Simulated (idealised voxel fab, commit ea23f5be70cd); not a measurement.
process module | voxel capacitor over wiring
cross-section cut | 260 nm wide | cells 5 nm
A cross-section is a grid of square cells, given in bands from the top down. A band is one or more rows of cells.
Each band's line starts with the height of the band's top and of its bottom, in nm. Then come its materials from left to right, each with its width in nm. One material with "throughout" fills the band from edge to edge. "air" is empty space.
Height 0 is the level under which the wafer as received is all one material. The lowest band goes on downwards, as in "0 down".
A width such as "30 to 40" changes by the same amount from each row of cells to the next, from the band's top row to its bottom row.
"no change" after a step means that no cell of the cross-section changed.
closed voids: empty space of 8 cells or more with no open way to the top, each as width x height at its distance from the left edge, in nm
after a step's settings: what the simulator itself notes on the step
overlay nm, on a step with a mask: how far to the right of its planned place the mask lay; to the left if negative
plan
1 op RECEIVE | material Si
2 op CONFORMAL_DEP | material SiO2 | thk nm 15
3 op DIRECTIONAL_DEP | material TiN | thk nm 5
4 op DIRECTIONAL_DEP | material Ru | thk nm 25
5 op PATTERN | tone cover | mask id METAL_1 | material resist | width nm 25 | pitch nm 95 | thk nm 15 | overlay nm 0
6 op DIRECTIONAL_ETCH | etch materials Ru | depth nm 25
7 op DIRECTIONAL_ETCH | etch materials TiN | depth nm 5
8 op STRIP | etch materials resist
9 op FILL_DEP | material SiO2 | thk nm 5
10 op CMP | height nm 45
11 op CONFORMAL_DEP | material SiCN | thk nm 5
12 op DIRECTIONAL_DEP | material SiO2 | thk nm 10
13 op DIRECTIONAL_DEP | material aC | thk nm 10
14 op PATTERN | tone open | mask id PLUG_1 | material resist | width nm 15 | thk nm 25 | overlay nm 0
15 op DIRECTIONAL_ETCH | etch materials aC | depth nm 10
16 op STRIP | etch materials resist
17 op DIRECTIONAL_ETCH | etch materials SiO2 | depth nm 10
18 op DIRECTIONAL_ETCH | etch materials SiCN | depth nm 5
19 op STRIP | etch materials aC
20 op EPI | material Ru | thk nm 10
21 op EPI | material Ru | thk nm 5
22 op DIRECTIONAL_DEP | material TiN | thk nm 5
23 op DIRECTIONAL_DEP | material Al2O3 | thk nm 5
24 op DIRECTIONAL_DEP | material TiN | thk nm 5
25 op MASKED_ETCH | tone cover | mask id UPPER_PLATE | width nm 75 | etch materials TiN | depth nm 5 | overlay nm 0
26 op MASKED_ETCH | tone cover | mask id UPPER_PLATE | width nm 75 | etch materials Al2O3 | depth nm 5 | overlay nm 0
27 op DIRECTIONAL_DEP | material aC | thk nm 15
28 op PATTERN | tone cover | mask id LOWER_PLATE | material resist | width nm 85 | thk nm 30 | overlay nm 0
29 op DIRECTIONAL_ETCH | etch materials aC | depth nm 15
30 op STRIP | etch materials resist
31 op DIRECTIONAL_ETCH | etch materials TiN | depth nm 5
32 op STRIP | etch materials aC
33 op FILL_DEP | material SiO2 | thk nm 15
34 op CMP | height nm 85
35 op MASKED_ETCH | tone open | mask id PLUG_2 | width nm 15 | etch materials SiO2 | depth nm 10 | overlay nm 0
36 op CONFORMAL_DEP | material TiN | thk nm 5
37 op FILL_DEP | material W | thk nm 5
38 op CMP | height nm 85
39 op CONFORMAL_DEP | material SiN | thk nm 5
as received, after step 1
  0 down: Si throughout
  closed voids: none
a wafer at the end: this start, this plan, one mistake
  90 to 85: SiN throughout
  85 to 80: SiO2 80 | TiN 25 | SiO2 155
  80 to 75: SiO2 80 | Al2O3 25 | SiO2 155
  75 to 70: SiO2 75 | TiN 80 | SiO2 105
  70 to 65: SiO2 70 | Ru 35 | Al2O3 50 | SiO2 105
  65 to 60: SiO2 70 | Ru 35 | TiN 55 | SiO2 100
  60 to 50: SiO2 80 | Ru 15 | SiO2 165
  50 to 45: SiCN 80 | Ru 15 | SiCN 165
  45 to 20: SiO2 70 | Ru 25 | SiO2 70 | Ru 25 | SiO2 70
  20 to 15: SiO2 70 | TiN 25 | SiO2 70 | TiN 25 | SiO2 70
  15 to 0: SiO2 throughout
  0 down: Si throughout
  closed voids: none
what went wrong: step 20 was run twice
